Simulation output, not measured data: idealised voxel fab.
The document below concerns the process module designated voxel wiring stack.
Cross-sectional view cut (width: 275 nm; square cell size: 5 nm).
Cross-section spec: square-cell grid; bands listed top down; each band is one or more rows. Each band's line starts with the height of the band's top and of its bottom, in nm. Then come its materials from left to right, each with its width in nm. One material with "full width" fills the band from edge to edge. "empty" is empty space. The reference from which all heights are counted is 0, the level beneath which the as-received wafer is entirely one material; the lowest band, having no lower bound, proceeds downward and is written after the example "0 and below". The width entry "30->40" should be interpreted row by row: the top row of cells in the band takes the first number, the bottom row takes the second number, and the change between adjacent rows is uniform throughout. When a step is marked "remains unaltered", none of the cells in the cross-section changed during that step. Closed-off voids of 8+ cells (no open route to the top) go in "Cavities, closed", written width x height at distance from the left edge, in nm. Past the settings on a step's line: simulator remark, on that step. overlay nm: on a step with a mask, how far right of its planned place the mask lay; negative means left.

This section lists the process steps that were planned
1) RECEIVE [material Si]
2) CONFORMAL_DEP [material SiO2] [thk nm 10]
3) CONFORMAL_DEP [material SiN] [thk nm 5]
4) DIRECTIONAL_DEP [material lowk] [thk nm 5]
5) MASKED_ETCH [tone open] [mask id METAL_1] [width nm 30] [pitch nm 60] [etch materials lowk] [depth nm 15] [overlay nm 0]
6) MASKED_ETCH [tone open] [mask id METAL_1] [width nm 30] [pitch nm 60] [etch materials SiN] [depth nm 5] [overlay nm 0]
7) CONFORMAL_DEP [material TiN] [thk nm 5]
8) FILL_DEP [material W] [thk nm 10]
9) CMP [height nm 30]
10) CONFORMAL_DEP [material SiCN] [thk nm 5]
11) DIRECTIONAL_DEP [material lowk] [thk nm 10]
12) DIRECTIONAL_DEP [material aC] [thk nm 15]
13) PATTERN [tone open] [mask id PLUG_1] [material resist] [width nm 15] [pitch nm 120] [thk nm 35] [overlay nm 0]
14) DIRECTIONAL_ETCH [etch materials aC] [depth nm 15]
15) STRIP [etch materials resist]
16) DIRECTIONAL_ETCH [etch materials lowk] [depth nm 10]
17) DIRECTIONAL_ETCH [etch materials SiCN] [depth nm 5]
18) STRIP [etch materials aC]
19) CONFORMAL_DEP [material TiN] [thk nm 5]
20) FILL_DEP [material Ru] [thk nm 5]
21) CMP [height nm 45]
22) DIRECTIONAL_DEP [material TiN] [thk nm 5]
23) DIRECTIONAL_DEP [material W] [thk nm 15]
24) MASKED_ETCH [tone cover] [mask id METAL_2] [width nm 30] [pitch nm 60] [etch materials W] [depth nm 15] [overlay nm 0]
25) MASKED_ETCH [tone cover] [mask id METAL_2] [width nm 30] [pitch nm 60] [etch materials TiN] [depth nm 5] [overlay nm 0]
26) CONFORMAL_DEP [material SiCN] [thk nm 5]
27) FILL_DEP [material SiO2] [thk nm 5]
28) CMP [height nm 65]
29) CONFORMAL_DEP [material SiCN] [thk nm 5]
30) DIRECTIONAL_DEP [material SiO2] [thk nm 25]
31) DIRECTIONAL_DEP [material aC] [thk nm 15]
32) PATTERN [tone open] [mask id METAL_3_HOLES] [material resist] [width nm 15] [pitch nm 60] [thk nm 35] [overlay nm 0]
33) DIRECTIONAL_ETCH [etch materials aC] [depth nm 15]
34) STRIP [etch materials resist]
35) DIRECTIONAL_ETCH [etch materials SiO2] [depth nm 25]
36) STRIP [etch materials aC]
37) DIRECTIONAL_DEP [material aC] [thk nm 10]
38) PATTERN [tone open] [mask id METAL_3] [material resist] [width nm 30] [pitch nm 60] [thk nm 30] [overlay nm 0]
39) DIRECTIONAL_ETCH [etch materials aC] [depth nm 10]
40) STRIP [etch materials resist]
41) DIRECTIONAL_ETCH [etch materials SiO2] [depth nm 15]
42) DIRECTIONAL_ETCH [etch materials SiCN] [depth nm 5]
43) STRIP [etch materials aC]
44) CONFORMAL_DEP [material TiN] [thk nm 5]
45) FILL_DEP [material Cu] [thk nm 5]
46) CMP [height nm 95]
47) CONFORMAL_DEP [material SiCN] [thk nm 5]
Where the wafers of this document differ is in the thk nm of step 4; they start out the same, and the plan states the value that applied to the first wafer.

Cross-section of the first of several wafers on receipt, reflecting completion of step 1
    0 and below | Si full width
    Cavities, closed: none

Cross-section, first of several wafers, end of module, after last step 47
    100 down to 95 | SiCN full width
    95 down to 85 | SiO2 30, TiN 5, Cu 20, TiN 5, SiO2 30, TiN 5, Cu 20, TiN 5, SiO2 30, TiN 5, Cu 20, TiN 5, SiO2 30, TiN 5, Cu 20, TiN 5, SiO2 35
    85 down to 80 | SiO2 30, TiN 5, Cu 5, TiN 20, SiO2 30, TiN 5, Cu 5, TiN 20, SiO2 30, TiN 5, Cu 5, TiN 20, SiO2 30, TiN 5, Cu 5, TiN 20, SiO2 35
    80 down to 70 | SiO2 30, TiN 5, Cu 5, TiN 5, SiO2 45, TiN 5, Cu 5, TiN 5, SiO2 45, TiN 5, Cu 5, TiN 5, SiO2 45, TiN 5, Cu 5, TiN 5, SiO2 50
    70 down to 65 | SiCN 30, TiN 15, SiCN 45, TiN 15, SiCN 45, TiN 15, SiCN 45, TiN 15, SiCN 50
    65 down to 50 | SiO2 25, SiCN 5, W 30, SiCN 5, SiO2 20, SiCN 5, W 30, SiCN 5, SiO2 20, SiCN 5, W 30, SiCN 5, SiO2 20, SiCN 5, W 30, SiCN 5, SiO2 30
    50 down to 45 | SiCN 30, TiN 30, SiCN 30, TiN 30, SiCN 30, TiN 30, SiCN 30, TiN 30, SiCN 35
    45 down to 35 | lowk 30, TiN 5, Ru 5, TiN 5, lowk 105, TiN 5, Ru 5, TiN 5, lowk 110
    35 down to 30 | SiCN 30, TiN 15, SiCN 105, TiN 15, SiCN 110
    30 down to 25 | W full width
    25 down to 20 | TiN 35, W 20, TiN 40, W 20, TiN 40, W 20, TiN 40, W 20, TiN 40
    20 down to 15 | lowk 30, TiN 5, W 20, TiN 5, lowk 30, TiN 5, W 20, TiN 5, lowk 30, TiN 5, W 20, TiN 5, lowk 30, TiN 5, W 20, TiN 5, lowk 35
    15 down to 10 | SiN 30, TiN 30, SiN 30, TiN 30, SiN 30, TiN 30, SiN 30, TiN 30, SiN 35
    10 down to 0 | SiO2 full width
    0 and below | Si full width
    Cavities, closed: none

Cross-section, module end, final of several wafers
    100 down to 95 | SiCN full width
    95 down to 85 | SiO2 30, TiN 5, Cu 20, TiN 5, SiO2 30, TiN 5, Cu 20, TiN 5, SiO2 30, TiN 5, Cu 20, TiN 5, SiO2 30, TiN 5, Cu 20, TiN 5, SiO2 35
    85 down to 80 | SiO2 30, TiN 5, Cu 5, TiN 20, SiO2 30, TiN 5, Cu 5, TiN 20, SiO2 30, TiN 5, Cu 5, TiN 20, SiO2 30, TiN 5, Cu 5, TiN 20, SiO2 35
    80 down to 70 | SiO2 30, TiN 5, Cu 5, TiN 5, SiO2 45, TiN 5, Cu 5, TiN 5, SiO2 45, TiN 5, Cu 5, TiN 5, SiO2 45, TiN 5, Cu 5, TiN 5, SiO2 50
    70 down to 65 | SiCN 30, TiN 15, SiCN 45, TiN 15, SiCN 45, TiN 15, SiCN 45, TiN 15, SiCN 50
    65 down to 50 | SiO2 25, SiCN 5, W 30, SiCN 5, SiO2 20, SiCN 5, W 30, SiCN 5, SiO2 20, SiCN 5, W 30, SiCN 5, SiO2 20, SiCN 5, W 30, SiCN 5, SiO2 30
    50 down to 45 | SiCN 30, TiN 30, SiCN 30, TiN 30, SiCN 30, TiN 30, SiCN 30, TiN 30, SiCN 35
    45 down to 35 | lowk 30, TiN 5, Ru 5, TiN 5, lowk 105, TiN 5, Ru 5, TiN 5, lowk 110
    35 down to 30 | SiCN 30, TiN 15, SiCN 105, TiN 15, SiCN 110
    30 down to 15 | lowk full width
    15 down to 10 | SiN full width
    10 down to 0 | SiO2 full width
    0 and below | Si full width
    Cavities, closed: none

So in this table every wafer gets its own row, and what you see is where it stands at the end of the module: for each material, how many cells it picked up (+) or gave up (-) since we received it, and after that its closed voids
thk nm 5; +44 Cu; +4 Ru; +202 SiCN; +31 SiN; +358 SiO2; +173 TiN; +159 W; +129 lowk; Cavities, closed: none
thk nm 10; +44 Cu; +4 Ru; +202 SiCN; +31 SiN; +358 SiO2; +181 TiN; +120 W; +160 lowk; Cavities, closed: none
thk nm 15; +44 Cu; +4 Ru; +202 SiCN; +31 SiN; +358 SiO2; +150 TiN; +120 W; +191 lowk; Cavities, closed: none
thk nm 20; +44 Cu; +4 Ru; +202 SiCN; +55 SiN; +358 SiO2; +134 TiN; +88 W; +215 lowk; Cavities, closed: none
thk nm 25; +44 Cu; +4 Ru; +202 SiCN; +55 SiN; +358 SiO2; +126 TiN; +72 W; +239 lowk; Cavities, closed: none
thk nm 30; +44 Cu; +4 Ru; +202 SiCN; +55 SiN; +358 SiO2; +102 TiN; +72 W; +263 lowk; Cavities, closed: none
